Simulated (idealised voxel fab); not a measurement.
Herein follows the process module entitled voxel transistor to metal.
Displayed cross-section: cut, width of 145 nm, square cells sized 5 nm.
For the purposes of this document, a cross-section shall be understood as a grid of square cells, specified as bands listed in top-to-bottom order, each band consisting of one or more rows of cells. Heights first: top, then bottom, in nm. Then materials, left to right, each with a width in nm. "throughout" on a single material: fills the band edge to edge. "empty": empty space. Height reference: 0 = level under which incoming wafer is all one material. Lowest band: no bottom, runs on downward, e.g. "top 0, no bottom". Note: "30->40" means the width goes from the first number (top row of the band) to the second number (bottom row) in equal steps per row of cells. "nothing was modified", as given for a step, is the statement that not any cell of the cross-section underwent a change during that step. Any empty space of 8 cells or more lacking an open way to the top shows up in "Closed void list" as width x height at distance, distance from the left edge, in nm. Step line, after settings: the simulator's comment on this step. overlay nm, on a step with a mask: how far to the right of its planned place the mask lay; to the left if negative.

[Steps planned for the process]
step 1: RECEIVE, material Si
step 2: OXIDIZE, depth nm 5
step 3: CONFORMAL_DEP, material SiN, thk nm 10
step 4: PATTERN, tone cover, mask id ACTIVE, material resist, width nm 85, thk nm 15, overlay nm 0
step 5: DIRECTIONAL_ETCH, etch materials SiN, depth nm 10
step 6: DIRECTIONAL_ETCH, etch materials SiO2, depth nm 5
step 7: DIRECTIONAL_ETCH, etch materials Si, depth nm 25
step 8: STRIP, etch materials resist
step 9: FILL_DEP, material SiO2, thk nm 5
step 10: CMP, height nm 10
step 11: SELECTIVE_ETCH, etch materials SiO2, depth nm 5
step 12: STRIP, etch materials SiN
step 13: SELECTIVE_ETCH, etch materials SiO2, depth nm 5
step 14: OXIDIZE, depth nm 5
step 15: DIRECTIONAL_DEP, material polySi, thk nm 25
step 16: DIRECTIONAL_DEP, material SiCN, thk nm 15
step 17: MASKED_ETCH, tone cover, mask id GATE, width nm 15, etch materials SiCN, depth nm 25, overlay nm 0
step 18: MASKED_ETCH, tone cover, mask id GATE, width nm 15, etch materials polySi, depth nm 35, overlay nm 0
step 19: CONFORMAL_DEP, material SiO2, thk nm 5
step 20: DIRECTIONAL_ETCH, etch materials SiO2, depth nm 5
step 21: CONFORMAL_DEP, material SiN, thk nm 10
step 22: DIRECTIONAL_ETCH, etch materials SiN, depth nm 10
step 23: DIRECTIONAL_ETCH, etch materials SiO2, depth nm 5
step 24: DIRECTIONAL_ETCH, etch materials Si, depth nm 5
step 25: EPI, material SiGe, thk nm 5
step 26: FILL_DEP, material SiO2, thk nm 10
step 27: CMP, height nm 35
step 28: DIRECTIONAL_DEP, material SiO2, thk nm 15
step 29: PATTERN, tone open, mask id CONTACT, material resist, width nm 25, pitch nm 50, thk nm 15, overlay nm 0
step 30: DIRECTIONAL_ETCH, etch materials SiO2, depth nm 55
step 31: STRIP, etch materials resist
step 32: CONFORMAL_DEP, material TiN, thk nm 5
step 33: FILL_DEP, material W, thk nm 5
step 34: CMP, height nm 50
step 35: DIRECTIONAL_DEP, material TiN, thk nm 5
step 36: DIRECTIONAL_DEP, material W, thk nm 25
step 37: MASKED_ETCH, tone cover, mask id METAL_1, width nm 15, pitch nm 60, etch materials W, depth nm 25, overlay nm 0
step 38: MASKED_ETCH, tone cover, mask id METAL_1, width nm 15, pitch nm 60, etch materials TiN, depth nm 5, overlay nm 0
step 39: CONFORMAL_DEP, material SiCN, thk nm 5
step 40: FILL_DEP, material SiO2, thk nm 10
step 41: CMP, height nm 80
step 42: CONFORMAL_DEP, material SiCN, thk nm 5

[Cross-section of the wafer upon arrival, representing the state reached after step 1]
top 0, no bottom | Si throughout
Closed void list: none

[First wafer of two, sectioned at end of module; run went per plan]
top 85, bottom 80 | SiCN throughout
top 80, bottom 55 | SiO2 (30) | SiCN (5) | W (15) | SiCN (5) | SiO2 (35) | SiCN (5) | W (15) | SiCN (5) | SiO2 (30)
top 55, bottom 50 | SiCN (35) | TiN (15) | SiCN (45) | TiN (15) | SiCN (35)
top 50, bottom 40 | SiO2 (35) | TiN (5) | W (15) | TiN (5) | SiO2 (25) | TiN (5) | W (15) | TiN (5) | SiO2 (35)
top 40, bottom 35 | SiO2 (35) | TiN (5) | W (5) | TiN (15) | SiO2 (25) | TiN (15) | W (5) | TiN (5) | SiO2 (35)
top 35, bottom 20 | SiO2 (35) | TiN (5) | W (5) | TiN (5) | SiN (10) | SiO2 (5) | SiCN (15) | SiO2 (5) | SiN (10) | TiN (5) | W (5) | TiN (5) | SiO2 (35)
top 20, bottom 5 | SiO2 (35) | TiN (5) | W (5) | TiN (5) | SiN (10) | SiO2 (5) | polySi (15) | SiO2 (5) | SiN (10) | TiN (5) | W (5) | TiN (5) | SiO2 (35)
top 5, bottom 0 | SiO2 (35) | TiN (15) | SiN (10) | SiO2 (5) | polySi (15) | SiO2 (5) | SiN (10) | TiN (15) | SiO2 (35)
top 0, bottom -5 | SiO2 (30) | SiN (10) | TiN (10) | SiN (10) | SiO2 (5) | polySi (15) | SiO2 (5) | SiN (10) | TiN (10) | SiN (10) | SiO2 (30)
top -5, bottom -10 | SiO2 (40) | SiGe (10) | SiO2 (45) | SiGe (10) | SiO2 (40)
top -10, bottom -15 | SiO2 (30) | Si (10) | SiGe (10) | Si (45) | SiGe (10) | Si (10) | SiO2 (30)
top -15, bottom -30 | SiO2 (30) | Si (85) | SiO2 (30)
top -30, no bottom | Si throughout
Closed void list: none

[Here's the second of our two wafers sectioned at module end. Same start as the first, same plan, but one mistake got made running it]
top 85, bottom 80 | SiCN throughout
top 80, bottom 55 | SiO2 (30) | SiCN (5) | W (15) | SiCN (5) | SiO2 (35) | SiCN (5) | W (15) | SiCN (5) | SiO2 (30)
top 55, bottom 50 | SiCN (35) | TiN (15) | SiCN (45) | TiN (15) | SiCN (35)
top 50, bottom 40 | SiO2 (35) | TiN (5) | W (15) | TiN (5) | SiO2 (25) | TiN (5) | W (15) | TiN (5) | SiO2 (35)
top 40, bottom 35 | SiO2 (35) | TiN (5) | W (5) | TiN (15) | SiO2 (25) | TiN (15) | W (5) | TiN (5) | SiO2 (35)
top 35, bottom 20 | SiO2 (35) | TiN (5) | W (5) | TiN (5) | SiN (10) | SiO2 (5) | SiCN (15) | SiO2 (5) | SiN (10) | TiN (5) | W (5) | TiN (5) | SiO2 (35)
top 20, bottom 10 | SiO2 (35) | TiN (5) | W (5) | TiN (5) | SiN (10) | SiO2 (5) | polySi (15) | SiO2 (5) | SiN (10) | TiN (5) | W (5) | TiN (5) | SiO2 (35)
top 10, bottom 5 | SiO2 (35) | TiN (15) | SiN (10) | SiO2 (5) | polySi (15) | SiO2 (5) | SiN (10) | TiN (15) | SiO2 (35)
top 5, bottom 0 | SiN (40) | TiN (10) | SiN (10) | SiO2 (5) | polySi (15) | SiO2 (5) | SiN (10) | TiN (10) | SiN (40)
top 0, bottom -5 | SiO2 (30) | SiN (30) | SiO2 (5) | polySi (15) | SiO2 (5) | SiN (30) | SiO2 (30)
top -5, bottom -10 | SiO2 throughout
top -10, bottom -30 | SiO2 (30) | Si (85) | SiO2 (30)
top -30, no bottom | Si throughout
Closed void list: none
The plan and the run diverged here: step 22: run off-plan, actual operation and settings DIRECTIONAL_ETCH, etch materials SiN, depth nm 5
Final difference in cells, second wafer against first, listed per material as more or fewer: 4 more of Si | 8 fewer of SiGe | 20 more of SiN | 10 fewer of SiO2 | 4 fewer of TiN | 2 fewer of W
